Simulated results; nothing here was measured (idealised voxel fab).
process module | voxel capacitor over wiring
cross-section cut | 295 nm wide | cells 5 nm
A cross-section is a grid of square cells, given in bands from the top down. A band is one or more rows of cells.
Each band's line starts with the height of the band's top and of its bottom, in nm. Then come its materials from left to right, each with its width in nm. One material with "throughout" fills the band from edge to edge. "air" is empty space.
Height 0 is the level under which the wafer as received is all one material. The lowest band goes on downwards, as in "0 down".
A width such as "30 to 40" changes by the same amount from each row of cells to the next, from the band's top row to its bottom row.
"no change" after a step means that no cell of the cross-section changed.
closed voids: empty space of 8 cells or more with no open way to the top, each as width x height at its distance from the left edge, in nm
after a step's settings: what the simulator itself notes on the step
overlay nm, on a step with a mask: how far to the right of its planned place the mask lay; to the left if negative
plan
1 op RECEIVE | material Si
2 op CONFORMAL_DEP | material SiO2 | thk nm 15
3 op CONFORMAL_DEP | material SiCN | thk nm 5
4 op DIRECTIONAL_DEP | material lowk | thk nm 15
5 op DIRECTIONAL_DEP | material aC | thk nm 10
6 op PATTERN | tone open | mask id METAL_1 | material resist | width nm 20 | pitch nm 85 | thk nm 30 | overlay nm 0
7 op DIRECTIONAL_ETCH | etch materials aC | depth nm 10
8 op STRIP | etch materials resist
9 op DIRECTIONAL_ETCH | etch materials lowk | depth nm 15
10 op DIRECTIONAL_ETCH | etch materials SiCN | depth nm 5
11 op STRIP | etch materials aC
12 op CONFORMAL_DEP | material TiN | thk nm 5
13 op FILL_DEP | material Cu | thk nm 10
14 op CMP | height nm 35
15 op CONFORMAL_DEP | material SiCN | thk nm 5
16 op DIRECTIONAL_DEP | material SiO2 | thk nm 20
17 op PATTERN | tone open | mask id PLUG_1 | material resist | width nm 15 | thk nm 20 | overlay nm 0
18 op DIRECTIONAL_ETCH | etch materials SiO2 | depth nm 20
19 op DIRECTIONAL_ETCH | etch materials SiCN | depth nm 5
20 op STRIP | etch materials resist
21 op EPI | material Ru | thk nm 10
22 op EPI | material Ru | thk nm 10
23 op EPI | material Ru | thk nm 5
24 op DIRECTIONAL_DEP | material TiN | thk nm 5
25 op DIRECTIONAL_DEP | material HfO2 | thk nm 5
26 op DIRECTIONAL_DEP | material TiN | thk nm 5
27 op DIRECTIONAL_DEP | material aC | thk nm 15
28 op PATTERN | tone cover | mask id UPPER_PLATE | material resist | width nm 70 | thk nm 35 | overlay nm 0
29 op DIRECTIONAL_ETCH | etch materials aC | depth nm 15
30 op STRIP | etch materials resist
31 op DIRECTIONAL_ETCH | etch materials TiN | depth nm 5
32 op DIRECTIONAL_ETCH | etch materials HfO2 | depth nm 5
33 op STRIP | etch materials aC
34 op DIRECTIONAL_DEP | material aC | thk nm 15
35 op PATTERN | tone cover | mask id LOWER_PLATE | material resist | width nm 80 | thk nm 35 | overlay nm 0
36 op DIRECTIONAL_ETCH | etch materials aC | depth nm 15
37 op STRIP | etch materials resist
38 op DIRECTIONAL_ETCH | etch materials TiN | depth nm 5
39 op STRIP | etch materials aC
40 op FILL_DEP | material SiO2 | thk nm 20
41 op CMP | height nm 90
42 op DIRECTIONAL_DEP | material aC | thk nm 15
43 op PATTERN | tone open | mask id PLUG_2 | material resist | width nm 15 | thk nm 35 | overlay nm 0
44 op DIRECTIONAL_ETCH | etch materials aC | depth nm 15
45 op STRIP | etch materials resist
46 op DIRECTIONAL_ETCH | etch materials SiO2 | depth nm 15
47 op STRIP | etch materials aC
48 op CONFORMAL_DEP | material TiN | thk nm 5
49 op FILL_DEP | material Cu | thk nm 10
50 op CMP | height nm 90
51 op CONFORMAL_DEP | material SiCN | thk nm 5
first wafer, as planned
as received, after step 1
  0 down: Si throughout
  closed voids: none
after step 2
  15 to 0: SiO2 throughout
  below 0: unchanged
after step 3
  20 to 15: SiCN throughout
  below 15: unchanged
after step 4
  35 to 20: lowk throughout
  below 20: unchanged
after step 5
  45 to 35: aC throughout
  below 35: unchanged
after step 6
  75 to 45: resist 95 | air 20 | resist 65 | air 20 | resist 95
  below 45: unchanged
after step 7
  65 to 45: resist 95 | air 20 | resist 65 | air 20 | resist 95
  45 to 35: aC 95 | air 20 | aC 65 | air 20 | aC 95
  below 35: unchanged
after step 8
  45 to 35: aC 95 | air 20 | aC 65 | air 20 | aC 95
  below 35: unchanged
after step 9
  45 to 35: aC 95 | air 20 | aC 65 | air 20 | aC 95
  35 to 20: lowk 95 | air 20 | lowk 65 | air 20 | lowk 95
  below 20: unchanged
after step 10
  45 to 35: aC 95 | air 20 | aC 65 | air 20 | aC 95
  35 to 20: lowk 95 | air 20 | lowk 65 | air 20 | lowk 95
  20 to 15: SiCN 95 | air 20 | SiCN 65 | air 20 | SiCN 95
  below 15: unchanged
after step 11
  35 to 20: lowk 95 | air 20 | lowk 65 | air 20 | lowk 95
  below 20: unchanged
after step 12
  40 to 35: TiN 100 | air 10 | TiN 75 | air 10 | TiN 100
  35 to 20: lowk 95 | TiN 5 | air 10 | TiN 5 | lowk 65 | TiN 5 | air 10 | TiN 5 | lowk 95
  20 to 15: SiCN 95 | TiN 20 | SiCN 65 | TiN 20 | SiCN 95
  below 15: unchanged
after step 13
  50 to 40: Cu throughout
  40 to 35: TiN 100 | Cu 10 | TiN 75 | Cu 10 | TiN 100
  35 to 20: lowk 95 | TiN 5 | Cu 10 | TiN 5 | lowk 65 | TiN 5 | Cu 10 | TiN 5 | lowk 95
  below 20: unchanged
after step 14
  35 to 20: lowk 95 | TiN 5 | Cu 10 | TiN 5 | lowk 65 | TiN 5 | Cu 10 | TiN 5 | lowk 95
  below 20: unchanged
after step 15
  40 to 35: SiCN throughout
  below 35: unchanged
after step 16
  60 to 40: SiO2 throughout
  below 40: unchanged
after step 17
  80 to 60: resist 100 | air 15 | resist 180
  below 60: unchanged
after step 18
  80 to 60: resist 100 | air 15 | resist 180
  60 to 40: SiO2 100 | air 15 | SiO2 180
  below 40: unchanged
after step 19
  80 to 60: resist 100 | air 15 | resist 180
  60 to 40: SiO2 100 | air 15 | SiO2 180
  40 to 35: SiCN 100 | air 15 | SiCN 180
  below 35: unchanged
after step 20
  60 to 40: SiO2 100 | air 15 | SiO2 180
  below 40: unchanged
after step 21
  60 to 45: SiO2 100 | air 15 | SiO2 180
  45 to 40: SiO2 100 | Ru 15 | SiO2 180
  40 to 35: SiCN 100 | Ru 15 | SiCN 180
  below 35: unchanged
after step 22
  60 to 55: SiO2 100 | air 15 | SiO2 180
  55 to 40: SiO2 100 | Ru 15 | SiO2 180
  below 40: unchanged
after step 23
  60 to 40: SiO2 100 | Ru 15 | SiO2 180
  below 40: unchanged
after step 24
  65 to 60: TiN throughout
  below 60: unchanged
after step 25
  70 to 65: HfO2 throughout
  below 65: unchanged
after step 26
  75 to 70: TiN throughout
  below 70: unchanged
after step 27
  90 to 75: aC throughout
  below 75: unchanged
after step 28
  125 to 90: air 100 | resist 70 | air 125
  below 90: unchanged
after step 29
  110 to 90: air 100 | resist 70 | air 125
  90 to 75: air 100 | aC 70 | air 125
  below 75: unchanged
after step 30
  90 to 75: air 100 | aC 70 | air 125
  below 75: unchanged
after step 31
  90 to 75: air 100 | aC 70 | air 125
  75 to 70: air 100 | TiN 70 | air 125
  below 70: unchanged
after step 32
  90 to 75: air 100 | aC 70 | air 125
  75 to 70: air 100 | TiN 70 | air 125
  70 to 65: air 100 | HfO2 70 | air 125
  below 65: unchanged
after step 33
  75 to 70: air 100 | TiN 70 | air 125
  below 70: unchanged
after step 34
  90 to 80: air 100 | aC 70 | air 125
  80 to 75: aC throughout
  75 to 70: aC 100 | TiN 70 | aC 125
  70 to 65: aC 100 | HfO2 70 | aC 125
  below 65: unchanged
after step 35
  125 to 90: air 95 | resist 80 | air 120
  90 to 80: air 95 | resist 5 | aC 70 | resist 5 | air 120
  below 80: unchanged
after step 36
  110 to 90: air 95 | resist 80 | air 120
  90 to 80: air 95 | resist 5 | aC 70 | resist 5 | air 120
  80 to 75: air 95 | aC 80 | air 120
  75 to 70: air 95 | aC 5 | TiN 70 | aC 5 | air 120
  70 to 65: air 95 | aC 5 | HfO2 70 | aC 5 | air 120
  below 65: unchanged
after step 37
  90 to 80: air 100 | aC 70 | air 125
  below 80: unchanged
after step 38
  90 to 80: air 100 | aC 70 | air 125
  80 to 75: air 95 | aC 80 | air 120
  75 to 70: air 95 | aC 5 | TiN 70 | aC 5 | air 120
  70 to 65: air 95 | aC 5 | HfO2 70 | aC 5 | air 120
  65 to 60: air 95 | TiN 80 | air 120
  below 60: unchanged
after step 39
  75 to 70: air 100 | TiN 70 | air 125
  70 to 65: air 100 | HfO2 70 | air 125
  below 65: unchanged
after step 40
  95 to 75: SiO2 throughout
  75 to 70: SiO2 100 | TiN 70 | SiO2 125
  70 to 65: SiO2 100 | HfO2 70 | SiO2 125
  65 to 60: SiO2 95 | TiN 80 | SiO2 120
  below 60: unchanged
after step 41
  90 to 75: SiO2 throughout
  below 75: unchanged
after step 42
  105 to 90: aC throughout
  below 90: unchanged
after step 43
  140 to 105: resist 110 | air 15 | resist 170
  below 105: unchanged
after step 44
  125 to 105: resist 110 | air 15 | resist 170
  105 to 90: aC 110 | air 15 | aC 170
  below 90: unchanged
after step 45
  105 to 90: aC 110 | air 15 | aC 170
  below 90: unchanged
after step 46
  105 to 90: aC 110 | air 15 | aC 170
  90 to 75: SiO2 110 | air 15 | SiO2 170
  below 75: unchanged
after step 47
  90 to 75: SiO2 110 | air 15 | SiO2 170
  below 75: unchanged
after step 48
  95 to 90: TiN 115 | air 5 | TiN 175
  90 to 80: SiO2 110 | TiN 5 | air 5 | TiN 5 | SiO2 170
  80 to 70: SiO2 110 to 100 | TiN 15 to 70 | SiO2 170 to 125
  below 70: unchanged
after step 49
  105 to 95: Cu throughout
  95 to 90: TiN 115 | Cu 5 | TiN 175
  90 to 80: SiO2 110 | TiN 5 | Cu 5 | TiN 5 | SiO2 170
  below 80: unchanged
after step 50
  90 to 80: SiO2 110 | TiN 5 | Cu 5 | TiN 5 | SiO2 170
  below 80: unchanged
after step 51
  95 to 90: SiCN throughout
  below 90: unchanged
second wafer: like start, like plan, one mistake. Through step 16 it matches the first wafer
when step 17 should have ended
  80 to 60: air 100 | resist 15 | air 180
  below 60: unchanged
when step 18 should have ended
  80 to 60: air 100 | resist 15 | air 180
  60 to 40: air 100 | SiO2 15 | air 180
  below 40: unchanged
when step 19 should have ended
  80 to 60: air 100 | resist 15 | air 180
  60 to 40: air 100 | SiO2 15 | air 180
  40 to 35: air 100 | SiCN 15 | air 180
  below 35: unchanged
when step 20 should have ended
  60 to 40: air 100 | SiO2 15 | air 180
  below 40: unchanged
when step 21 should have ended
  60 to 45: air 100 | SiO2 15 | air 180
  45 to 40: air 85 | Ru 15 | SiO2 15 | air 55 | Ru 40 | air 85
  40 to 35: air 85 | Ru 15 | SiCN 15 | air 55 | Ru 40 | air 85
  below 35: unchanged
when step 22 should have ended
  60 to 55: air 100 | SiO2 15 | air 180
  55 to 40: air 75 | Ru 25 | SiO2 15 | air 45 | Ru 60 | air 75
  40 to 35: air 75 | Ru 25 | SiCN 15 | air 45 | Ru 60 | air 75
  below 35: unchanged
when step 23 should have ended
  60 to 40: air 70 | Ru 30 | SiO2 15 | air 40 | Ru 70 | air 70
  40 to 35: air 70 | Ru 30 | SiCN 15 | air 40 | Ru 70 | air 70
  below 35: unchanged
when step 24 should have ended
  65 to 60: air 70 | TiN 45 | air 40 | TiN 70 | air 70
  60 to 40: air 70 | Ru 30 | SiO2 15 | air 40 | Ru 70 | air 70
  40 to 35: TiN 70 | Ru 30 | SiCN 15 | TiN 40 | Ru 70 | TiN 70
  below 35: unchanged
when step 25 should have ended
  70 to 65: air 70 | HfO2 45 | air 40 | HfO2 70 | air 70
  65 to 60: air 70 | TiN 45 | air 40 | TiN 70 | air 70
  60 to 45: air 70 | Ru 30 | SiO2 15 | air 40 | Ru 70 | air 70
  45 to 40: HfO2 70 | Ru 30 | SiO2 15 | HfO2 40 | Ru 70 | HfO2 70
  below 40: unchanged
when step 26 should have ended
  75 to 70: air 70 | TiN 45 | air 40 | TiN 70 | air 70
  70 to 65: air 70 | HfO2 45 | air 40 | HfO2 70 | air 70
  65 to 60: air 70 | TiN 45 | air 40 | TiN 70 | air 70
  60 to 50: air 70 | Ru 30 | SiO2 15 | air 40 | Ru 70 | air 70
  50 to 45: TiN 70 | Ru 30 | SiO2 15 | TiN 40 | Ru 70 | TiN 70
  below 45: unchanged
when step 27 should have ended
  90 to 75: air 70 | aC 45 | air 40 | aC 70 | air 70
  75 to 70: air 70 | TiN 45 | air 40 | TiN 70 | air 70
  70 to 65: air 70 | HfO2 45 | air 40 | HfO2 70 | air 70
  65 to 60: aC 70 | TiN 45 | aC 40 | TiN 70 | aC 70
  60 to 50: aC 70 | Ru 30 | SiO2 15 | aC 40 | Ru 70 | aC 70
  below 50: unchanged
when step 28 should have ended
  125 to 90: air 100 | resist 70 | air 125
  90 to 75: air 70 | aC 45 | resist 40 | aC 70 | air 70
  75 to 70: air 70 | TiN 45 | resist 40 | TiN 70 | air 70
  70 to 65: air 70 | HfO2 45 | resist 40 | HfO2 70 | air 70
  below 65: unchanged
when step 29 should have ended
  110 to 90: air 100 | resist 70 | air 125
  90 to 75: air 100 | aC 15 | resist 40 | aC 15 | air 125
  75 to 70: air 70 | TiN 45 | resist 40 | TiN 70 | air 70
  70 to 65: air 70 | HfO2 45 | resist 40 | HfO2 70 | air 70
  65 to 60: air 70 | TiN 45 | aC 40 | TiN 70 | air 70
  60 to 50: air 70 | Ru 30 | SiO2 15 | aC 40 | Ru 70 | air 70
  below 50: unchanged
when step 30 should have ended
  90 to 75: air 100 | aC 15 | air 40 | aC 15 | air 125
  75 to 70: air 70 | TiN 45 | air 40 | TiN 70 | air 70
  70 to 65: air 70 | HfO2 45 | air 40 | HfO2 70 | air 70
  below 65: unchanged
when step 31 should have ended
  90 to 75: air 100 | aC 15 | air 40 | aC 15 | air 125
  75 to 70: air 100 | TiN 15 | air 40 | TiN 15 | air 125
  70 to 65: air 70 | HfO2 45 | air 40 | HfO2 70 | air 70
  65 to 60: air 70 | TiN 45 | aC 40 | TiN 70 | air 70
  60 to 50: air 70 | Ru 30 | SiO2 15 | aC 40 | Ru 70 | air 70
  50 to 45: air 70 | Ru 30 | SiO2 15 | TiN 40 | Ru 70 | air 70
  below 45: unchanged
when step 32 should have ended
  90 to 75: air 100 | aC 15 | air 40 | aC 15 | air 125
  75 to 70: air 100 | TiN 15 | air 40 | TiN 15 | air 125
  70 to 65: air 100 | HfO2 15 | air 40 | HfO2 15 | air 125
  65 to 60: air 70 | TiN 45 | aC 40 | TiN 70 | air 70
  60 to 50: air 70 | Ru 30 | SiO2 15 | aC 40 | Ru 70 | air 70
  50 to 45: air 70 | Ru 30 | SiO2 15 | TiN 40 | Ru 70 | air 70
  45 to 40: air 70 | Ru 30 | SiO2 15 | HfO2 40 | Ru 70 | air 70
  below 40: unchanged
when step 33 should have ended
  75 to 70: air 100 | TiN 15 | air 40 | TiN 15 | air 125
  70 to 65: air 100 | HfO2 15 | air 40 | HfO2 15 | air 125
  65 to 60: air 70 | TiN 45 | air 40 | TiN 70 | air 70
  60 to 50: air 70 | Ru 30 | SiO2 15 | air 40 | Ru 70 | air 70
  below 50: unchanged
when step 34 should have ended
  90 to 80: air 100 | aC 15 | air 40 | aC 15 | air 125
  80 to 75: air 70 | aC 45 | air 40 | aC 70 | air 70
  75 to 70: air 70 | aC 30 | TiN 15 | air 40 | TiN 15 | aC 55 | air 70
  70 to 65: air 70 | aC 30 | HfO2 15 | air 40 | HfO2 15 | aC 55 | air 70
  65 to 60: air 70 | TiN 45 | aC 40 | TiN 70 | air 70
  60 to 55: air 70 | Ru 30 | SiO2 15 | aC 40 | Ru 70 | air 70
  55 to 50: aC 70 | Ru 30 | SiO2 15 | aC 40 | Ru 70 | aC 70
  50 to 45: aC 70 | Ru 30 | SiO2 15 | TiN 40 | Ru 70 | aC 70
  45 to 40: aC 70 | Ru 30 | SiO2 15 | HfO2 40 | Ru 70 | aC 70
  below 40: unchanged
when step 35 should have ended
  125 to 90: air 95 | resist 80 | air 120
  90 to 80: air 95 | resist 5 | aC 15 | resist 40 | aC 15 | resist 5 | air 120
  80 to 75: air 70 | aC 45 | resist 40 | aC 70 | air 70
  75 to 70: air 70 | aC 30 | TiN 15 | resist 40 | TiN 15 | aC 55 | air 70
  70 to 65: air 70 | aC 30 | HfO2 15 | resist 40 | HfO2 15 | aC 55 | air 70
  below 65: unchanged
when step 36 should have ended
  110 to 90: air 95 | resist 80 | air 120
  90 to 80: air 95 | resist 5 | aC 15 | resist 40 | aC 15 | resist 5 | air 120
  80 to 75: air 95 | aC 20 | resist 40 | aC 20 | air 120
  75 to 70: air 95 | aC 5 | TiN 15 | resist 40 | TiN 15 | aC 5 | air 120
  70 to 65: air 95 | aC 5 | HfO2 15 | resist 40 | HfO2 15 | aC 5 | air 120
  65 to 60: air 70 | TiN 45 | aC 40 | TiN 70 | air 70
  60 to 50: air 70 | Ru 30 | SiO2 15 | aC 40 | Ru 70 | air 70
  50 to 45: air 70 | Ru 30 | SiO2 15 | TiN 40 | Ru 70 | air 70
  45 to 40: air 70 | Ru 30 | SiO2 15 | HfO2 40 | Ru 70 | air 70
  below 40: unchanged
when step 37 should have ended
  90 to 80: air 100 | aC 15 | air 40 | aC 15 | air 125
  80 to 75: air 95 | aC 20 | air 40 | aC 20 | air 120
  75 to 70: air 95 | aC 5 | TiN 15 | air 40 | TiN 15 | aC 5 | air 120
  70 to 65: air 95 | aC 5 | HfO2 15 | air 40 | HfO2 15 | aC 5 | air 120
  below 65: unchanged
when step 38 should have ended
  90 to 80: air 100 | aC 15 | air 40 | aC 15 | air 125
  80 to 75: air 95 | aC 20 | air 40 | aC 20 | air 120
  75 to 70: air 95 | aC 5 | TiN 15 | air 40 | TiN 15 | aC 5 | air 120
  70 to 65: air 95 | aC 5 | HfO2 15 | air 40 | HfO2 15 | aC 5 | air 120
  65 to 60: air 95 | TiN 20 | aC 40 | TiN 20 | air 120
  60 to 50: air 70 | Ru 30 | SiO2 15 | aC 40 | Ru 70 | air 70
  50 to 45: air 70 | Ru 30 | SiO2 15 | TiN 40 | Ru 70 | air 70
  45 to 40: air 70 | Ru 30 | SiO2 15 | HfO2 40 | Ru 70 | air 70
  40 to 35: air 70 | Ru 30 | SiCN 15 | TiN 40 | Ru 70 | air 70
  below 35: unchanged
when step 39 should have ended
  75 to 70: air 100 | TiN 15 | air 40 | TiN 15 | air 125
  70 to 65: air 100 | HfO2 15 | air 40 | HfO2 15 | air 125
  65 to 60: air 95 | TiN 20 | air 40 | TiN 20 | air 120
  60 to 50: air 70 | Ru 30 | SiO2 15 | air 40 | Ru 70 | air 70
  below 50: unchanged
when step 40 should have ended
  95 to 75: SiO2 throughout
  75 to 70: SiO2 100 | TiN 15 | SiO2 40 | TiN 15 | SiO2 125
  70 to 65: SiO2 100 | HfO2 15 | SiO2 40 | HfO2 15 | SiO2 125
  65 to 60: SiO2 95 | TiN 20 | SiO2 40 | TiN 20 | SiO2 120
  60 to 50: SiO2 70 | Ru 30 | SiO2 55 | Ru 70 | SiO2 70
  50 to 45: SiO2 70 | Ru 30 | SiO2 15 | TiN 40 | Ru 70 | SiO2 70
  45 to 40: SiO2 70 | Ru 30 | SiO2 15 | HfO2 40 | Ru 70 | SiO2 70
  40 to 35: SiO2 70 | Ru 30 | SiCN 15 | TiN 40 | Ru 70 | SiO2 70
  below 35: unchanged
when step 41 should have ended
  90 to 75: SiO2 throughout
  below 75: unchanged
when step 42 should have ended
  105 to 90: aC throughout
  below 90: unchanged
when step 43 should have ended
  140 to 105: resist 110 | air 15 | resist 170
  below 105: unchanged
when step 44 should have ended
  125 to 105: resist 110 | air 15 | resist 170
  105 to 90: aC 110 | air 15 | aC 170
  below 90: unchanged
when step 45 should have ended
  105 to 90: aC 110 | air 15 | aC 170
  below 90: unchanged
when step 46 should have ended
  105 to 90: aC 110 | air 15 | aC 170
  90 to 75: SiO2 110 | air 15 | SiO2 170
  below 75: unchanged
when step 47 should have ended
  90 to 75: SiO2 110 | air 15 | SiO2 170
  below 75: unchanged
when step 48 should have ended
  95 to 90: TiN 115 | air 5 | TiN 175
  90 to 80: SiO2 110 | TiN 5 | air 5 | TiN 5 | SiO2 170
  80 to 75: SiO2 110 | TiN 15 | SiO2 170
  below 75: unchanged
when step 49 should have ended
  105 to 95: Cu throughout
  95 to 90: TiN 115 | Cu 5 | TiN 175
  90 to 80: SiO2 110 | TiN 5 | Cu 5 | TiN 5 | SiO2 170
  below 80: unchanged
when step 50 should have ended
  90 to 80: SiO2 110 | TiN 5 | Cu 5 | TiN 5 | SiO2 170
  below 80: unchanged
when step 51 should have ended
  95 to 90: SiCN throughout
  below 90: unchanged
what went wrong: step 17 ran as: op PATTERN | tone cover | mask id PLUG_1 | material resist | width nm 15 | thk nm 20 | overlay nm 0
at the end the second wafer has, in cells: 85 more of Ru | 53 fewer of SiCN | 32 fewer of SiO2
